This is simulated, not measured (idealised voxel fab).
Module name: voxel capacitor over wiring (process module)
Square cell edge 5 nm, section width 225 nm, ID cut.
A cross-section in this document is a grid of square cells, and it is written down as bands, the top band listed before the ones below it; a band is made up of one or more rows of cells. Band: top height; bottom height; in nm. Then, left to right: material with width in nm, for each material. "edge to edge": a single material spanning edge to edge. "blank": empty space. Heights are reckoned from 0. Under this level, the received wafer is all of one material. The bottommost band is open-ended downward, for example "0 down". Think of "30..40" as a width that walks from the first number to the second as you go down the band, top row to bottom row, taking equal-sized steps from row to row. Any step labelled "nothing changed" changed none of the cells in the cross-section. Heads up: "Catalogued sealed voids" only lists the empty pockets with no open path to the top that are 8 cells or more, and it writes them as width x height at distance, distance from the left edge, in nm. Note: text after step settings on the step line = simulator remark on that step. "overlay nm" denotes, for a step that has a mask, the displacement of the mask to the right of its planned place, with negative values corresponding to the left.
The following list gives the planned process steps:
1: RECEIVE | material Si
2: CONFORMAL_DEP | material SiO2 | thk nm 15
3: DIRECTIONAL_DEP | material TiN | thk nm 5
4: DIRECTIONAL_DEP | material W | thk nm 25
5: MASKED_ETCH | tone cover | mask id METAL_1 | width nm 30 | pitch nm 95 | etch materials W | depth nm 25 | overlay nm 0
6: MASKED_ETCH | tone cover | mask id METAL_1 | width nm 30 | pitch nm 95 | etch materials TiN | depth nm 5 | overlay nm 0
7: CONFORMAL_DEP | material SiN | thk nm 5
8: FILL_DEP | material SiO2 | thk nm 10
9: CMP | height nm 45
10: CONFORMAL_DEP | material SiCN | thk nm 5
11: DIRECTIONAL_DEP | material lowk | thk nm 20
12: DIRECTIONAL_DEP | material aC | thk nm 15
13: PATTERN | tone open | mask id PLUG_1 | material resist | width nm 15 | thk nm 30 | overlay nm 0
14: DIRECTIONAL_ETCH | etch materials aC | depth nm 15
15: STRIP | etch materials resist
16: DIRECTIONAL_ETCH | etch materials lowk | depth nm 20
17: DIRECTIONAL_ETCH | etch materials SiCN | depth nm 5
18: STRIP | etch materials aC
19: EPI | material Ru | thk nm 10
20: EPI | material Ru | thk nm 10
21: EPI | material Ru | thk nm 5
22: DIRECTIONAL_DEP | material TiN | thk nm 10
23: DIRECTIONAL_DEP | material SiN | thk nm 5
24: DIRECTIONAL_DEP | material TiN | thk nm 10
25: DIRECTIONAL_DEP | material aC | thk nm 15
26: PATTERN | tone cover | mask id UPPER_PLATE | material resist | width nm 70 | thk nm 35 | overlay nm 0
27: DIRECTIONAL_ETCH | etch materials aC | depth nm 15
28: STRIP | etch materials resist
29: DIRECTIONAL_ETCH | etch materials TiN | depth nm 10
30: DIRECTIONAL_ETCH | etch materials SiN | depth nm 5
31: STRIP | etch materials aC
32: DIRECTIONAL_DEP | material aC | thk nm 10
33: PATTERN | tone cover | mask id LOWER_PLATE | material resist | width nm 80 | thk nm 25 | overlay nm 0
34: DIRECTIONAL_ETCH | etch materials aC | depth nm 10
35: STRIP | etch materials resist
36: DIRECTIONAL_ETCH | etch materials TiN | depth nm 10
37: STRIP | etch materials aC
38: FILL_DEP | material SiO2 | thk nm 20
39: CMP | height nm 110
40: DIRECTIONAL_DEP | material aC | thk nm 15
41: PATTERN | tone open | mask id PLUG_2 | material resist | width nm 15 | thk nm 35 | overlay nm 0
42: DIRECTIONAL_ETCH | etch materials aC | depth nm 15
43: STRIP | etch materials resist
44: DIRECTIONAL_ETCH | etch materials SiO2 | depth nm 15
45: STRIP | etch materials aC
46: CONFORMAL_DEP | material TiN | thk nm 5
47: FILL_DEP | material Ru | thk nm 10
48: CMP | height nm 110
49: CONFORMAL_DEP | material SiCN | thk nm 5
As received (post step 1): cross-section:
    0 down  Si edge to edge
    Catalogued sealed voids: none
Sectioned view, first of two wafers, at the close of the module, processed as intended in the plan:
    115 to 110  SiCN edge to edge
    110 to 100  SiO2 (75) | TiN (5) | Ru (5) | TiN (5) | SiO2 (135)
    100 to 95  SiO2 (75) | TiN (15) | SiO2 (135)
    95 to 85  SiO2 (65) | TiN (70) | SiO2 (90)
    85 to 80  SiO2 (65) | SiN (70) | SiO2 (90)
    80 to 70  SiO2 (60) | TiN (80) | SiO2 (85)
    70 to 50  lowk (65) | Ru (15) | lowk (145)
    50 to 45  SiCN (65) | Ru (15) | SiCN (145)
    45 to 20  SiO2 (45) | SiN (5) | W (30) | SiN (5) | SiO2 (55) | SiN (5) | W (30) | SiN (5) | SiO2 (45)
    20 to 15  SiN (50) | TiN (30) | SiN (65) | TiN (30) | SiN (50)
    15 to 0  SiO2 edge to edge
    0 down  Si edge to edge
    Catalogued sealed voids: none
Wafer two, end of module, cross-section. Same start, same plan as wafer one. One mistake in the run:
    115 to 110  SiCN edge to edge
    110 to 105  SiO2 (75) | TiN (60) | SiO2 (90)
    105 to 100  SiO2 (75) | TiN (5) | SiN (55) | SiO2 (90)
    100 to 95  SiO2 (60) | TiN (5) | SiO2 (10) | TiN (65) | SiO2 (85)
    95 to 90  SiO2 (60) | TiN (80) | SiO2 (85)
    90 to 85  lowk (65) | TiN (15) | lowk (145)
    85 to 80  lowk (65) | SiN (15) | lowk (145)
    80 to 70  lowk (65) | TiN (15) | lowk (145)
    70 to 50  lowk edge to edge
    50 to 45  SiCN edge to edge
    45 to 20  SiO2 (45) | SiN (5) | W (30) | SiN (5) | SiO2 (55) | SiN (5) | W (30) | SiN (5) | SiO2 (45)
    20 to 15  SiN (50) | TiN (30) | SiN (65) | TiN (30) | SiN (50)
    15 to 0  SiO2 edge to edge
    0 down  Si edge to edge
    Catalogued sealed voids: none
The mistake made against the process plan was this: execution of plan step 11 occurred twice
Final cells, second wafer relative to first, materials higher or lower: Ru -17; SiCN +3; SiO2 -151; TiN -15; lowk +180
